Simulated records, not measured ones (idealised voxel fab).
The name of this process module is voxel self aligned contacts.
The cross-section on display is named cut; it measures 145 nm wide, and its cells are 5 nm squares.
How to read a cross-section here: the picture is a grid of square cells, written as bands going from the top down, and any band can span one or more rows of cells. For a band, the entry starts with two heights in nm, that of the top and then that of the bottom, and carries on with the band's materials in order from left to right, each alongside its width in nm; the word "full width" beside a single material means it fills the band edge to edge, and "empty" means empty space. Convention: height 0 is the level below which the wafer, as received, is all one material. The lowest band does not terminate at the bottom but continues downward, represented as "0 -> down". Width spec "30->40" -> top row of cells at first value, bottom row at second value, equal per-row change in between. For the purposes of this document, the phrase "left unchanged" attached to a step denotes that no cell within the cross-section was modified by that step. "Unvented voids": sealed empty spaces, 8 cells or more, no open way to top, listed width x height at distance, with distance from the left edge and width, height and distance in nm. after a step's settings: what the simulator itself notes on the step. On any step carrying a mask, the "overlay nm" setting, if present on the step's line, tells how far right of its planned place the mask lay; negative values point to the left.

Process steps (planned)
1: RECEIVE: material Si
2: CONFORMAL_DEP: material SiO2, thk nm 5
3: DIRECTIONAL_DEP: material polySi, thk nm 20
4: DIRECTIONAL_DEP: material SiN, thk nm 25
5: PATTERN: tone cover, mask id GATE, material resist, width nm 30, pitch nm 70, thk nm 15, overlay nm 0
6: DIRECTIONAL_ETCH: etch materials SiN, depth nm 25
7: DIRECTIONAL_ETCH: etch materials polySi, depth nm 20
8: STRIP: etch materials resist
9: CONFORMAL_DEP: material SiN, thk nm 10
10: DIRECTIONAL_ETCH: etch materials SiN, depth nm 10
11: FILL_DEP: material SiO2, thk nm 15
12: CMP: height nm 55
13: MASKED_ETCH: tone open, mask id CONTACT, width nm 50, etch materials SiO2, depth nm 55, overlay nm 0
14: CONFORMAL_DEP: material TiN, thk nm 5
15: FILL_DEP: material W, thk nm 10
16: CMP: height nm 55
17: CONFORMAL_DEP: material SiCN, thk nm 5

The first of the two wafers, which ran as planned

Wafer at receipt (post step 1), cross-section
	0 -> down = Si full width
	Unvented voids: none

Cross-section of the wafer after step 2
	5 -> 0 = SiO2 full width
	Unchanged below 0.

Cross-section of the wafer after step 3
	25 -> 5 = polySi full width
	Unchanged below 5.

Cross-section of the wafer after step 4
	50 -> 25 = SiN full width
	Unchanged below 25.

Cross-section of the wafer after step 5
	65 -> 50 = 20 of empty  30 of resist  40 of empty  30 of resist  25 of empty
	Unchanged below 50.

Cross-section of the wafer after step 6
	65 -> 50 = 20 of empty  30 of resist  40 of empty  30 of resist  25 of empty
	50 -> 25 = 20 of empty  30 of SiN  40 of empty  30 of SiN  25 of empty
	Unchanged below 25.

Cross-section of the wafer after step 7
	65 -> 50 = 20 of empty  30 of resist  40 of empty  30 of resist  25 of empty
	50 -> 25 = 20 of empty  30 of SiN  40 of empty  30 of SiN  25 of empty
	25 -> 5 = 20 of empty  30 of polySi  40 of empty  30 of polySi  25 of empty
	Unchanged below 5.

Cross-section of the wafer after step 8
	50 -> 25 = 20 of empty  30 of SiN  40 of empty  30 of SiN  25 of empty
	Unchanged below 25.

Cross-section of the wafer after step 9
	60 -> 25 = 10 of empty  50 of SiN  20 of empty  50 of SiN  15 of empty
	25 -> 15 = 10 of empty  10 of SiN  30 of polySi  10 of SiN  20 of empty  10 of SiN  30 of polySi  10 of SiN  15 of empty
	15 -> 5 = 20 of SiN  30 of polySi  40 of SiN  30 of polySi  25 of SiN
	Unchanged below 5.

Cross-section of the wafer after step 10
	50 -> 25 = 10 of empty  50 of SiN  20 of empty  50 of SiN  15 of empty
	25 -> 5 = 10 of empty  10 of SiN  30 of polySi  10 of SiN  20 of empty  10 of SiN  30 of polySi  10 of SiN  15 of empty
	Unchanged below 5.

Cross-section of the wafer after step 11
	65 -> 50 = SiO2 full width
	50 -> 25 = 10 of SiO2  50 of SiN  20 of SiO2  50 of SiN  15 of SiO2
	25 -> 5 = 10 of SiO2  10 of SiN  30 of polySi  10 of SiN  20 of SiO2  10 of SiN  30 of polySi  10 of SiN  15 of SiO2
	Unchanged below 5.

Cross-section of the wafer after step 12
	55 -> 50 = SiO2 full width
	Unchanged below 50.

Cross-section of the wafer after step 13
	55 -> 50 = 45 of SiO2  50 of empty  50 of SiO2
	50 -> 25 = 10 of SiO2  50 of SiN  20 of empty  50 of SiN  15 of SiO2
	25 -> 5 = 10 of SiO2  10 of SiN  30 of polySi  10 of SiN  20 of empty  10 of SiN  30 of polySi  10 of SiN  15 of SiO2
	5 -> 0 = 60 of SiO2  20 of empty  65 of SiO2
	Unchanged below 0.

Cross-section of the wafer after step 14
	60 -> 55 = 50 of TiN  40 of empty  55 of TiN
	55 -> 50 = 45 of SiO2  20 of TiN  10 of empty  20 of TiN  50 of SiO2
	50 -> 25 = 10 of SiO2  50 of SiN  5 of TiN  10 of empty  5 of TiN  50 of SiN  15 of SiO2
	25 -> 5 = 10 of SiO2  10 of SiN  30 of polySi  10 of SiN  5 of TiN  10 of empty  5 of TiN  10 of SiN  30 of polySi  10 of SiN  15 of SiO2
	5 -> 0 = 60 of SiO2  20 of TiN  65 of SiO2
	Unchanged below 0.

Cross-section of the wafer after step 15
	70 -> 60 = W full width
	60 -> 55 = 50 of TiN  40 of W  55 of TiN
	55 -> 50 = 45 of SiO2  20 of TiN  10 of W  20 of TiN  50 of SiO2
	50 -> 25 = 10 of SiO2  50 of SiN  5 of TiN  10 of W  5 of TiN  50 of SiN  15 of SiO2
	25 -> 5 = 10 of SiO2  10 of SiN  30 of polySi  10 of SiN  5 of TiN  10 of W  5 of TiN  10 of SiN  30 of polySi  10 of SiN  15 of SiO2
	Unchanged below 5.

Cross-section of the wafer after step 16
	55 -> 50 = 45 of SiO2  20 of TiN  10 of W  20 of TiN  50 of SiO2
	Unchanged below 50.

Cross-section of the wafer after step 17
	60 -> 55 = SiCN full width
	Unchanged below 55.

Now the other wafer: same start, same recipe, but we messed up one thing when running it. Up to and including step 12 it's the same as the first one

X-section, second wafer, when step 13 was due to finish
	55 -> 50 = 50 of SiO2  50 of empty  45 of SiO2
	50 -> 25 = 10 of SiO2  50 of SiN  20 of empty  50 of SiN  15 of SiO2
	25 -> 5 = 10 of SiO2  10 of SiN  30 of polySi  10 of SiN  20 of empty  10 of SiN  30 of polySi  10 of SiN  15 of SiO2
	5 -> 0 = 60 of SiO2  20 of empty  65 of SiO2
	Unchanged below 0.

X-section, second wafer, when step 14 was due to finish
	60 -> 55 = 55 of TiN  40 of empty  50 of TiN
	55 -> 50 = 50 of SiO2  15 of TiN  10 of empty  25 of TiN  45 of SiO2
	50 -> 25 = 10 of SiO2  50 of SiN  5 of TiN  10 of empty  5 of TiN  50 of SiN  15 of SiO2
	25 -> 5 = 10 of SiO2  10 of SiN  30 of polySi  10 of SiN  5 of TiN  10 of empty  5 of TiN  10 of SiN  30 of polySi  10 of SiN  15 of SiO2
	5 -> 0 = 60 of SiO2  20 of TiN  65 of SiO2
	Unchanged below 0.

X-section, second wafer, when step 15 was due to finish
	70 -> 60 = W full width
	60 -> 55 = 55 of TiN  40 of W  50 of TiN
	55 -> 50 = 50 of SiO2  15 of TiN  10 of W  25 of TiN  45 of SiO2
	50 -> 25 = 10 of SiO2  50 of SiN  5 of TiN  10 of W  5 of TiN  50 of SiN  15 of SiO2
	25 -> 5 = 10 of SiO2  10 of SiN  30 of polySi  10 of SiN  5 of TiN  10 of W  5 of TiN  10 of SiN  30 of polySi  10 of SiN  15 of SiO2
	Unchanged below 5.

X-section, second wafer, when step 16 was due to finish
	55 -> 50 = 50 of SiO2  15 of TiN  10 of W  25 of TiN  45 of SiO2
	Unchanged below 50.

X-section, second wafer, when step 17 was due to finish
	60 -> 55 = SiCN full width
	Unchanged below 55.
It is concluded that the wafer was processed incorrectly with respect to the plan, in that in deviation from the planned setting, step 13 was conducted as MASKED_ETCH: tone open, mask id CONTACT, width nm 50, etch materials SiO2, depth nm 55, overlay nm 5
At the end, each material covers as many cells on the second wafer as it does on the first, though the cells it covers are elsewhere.
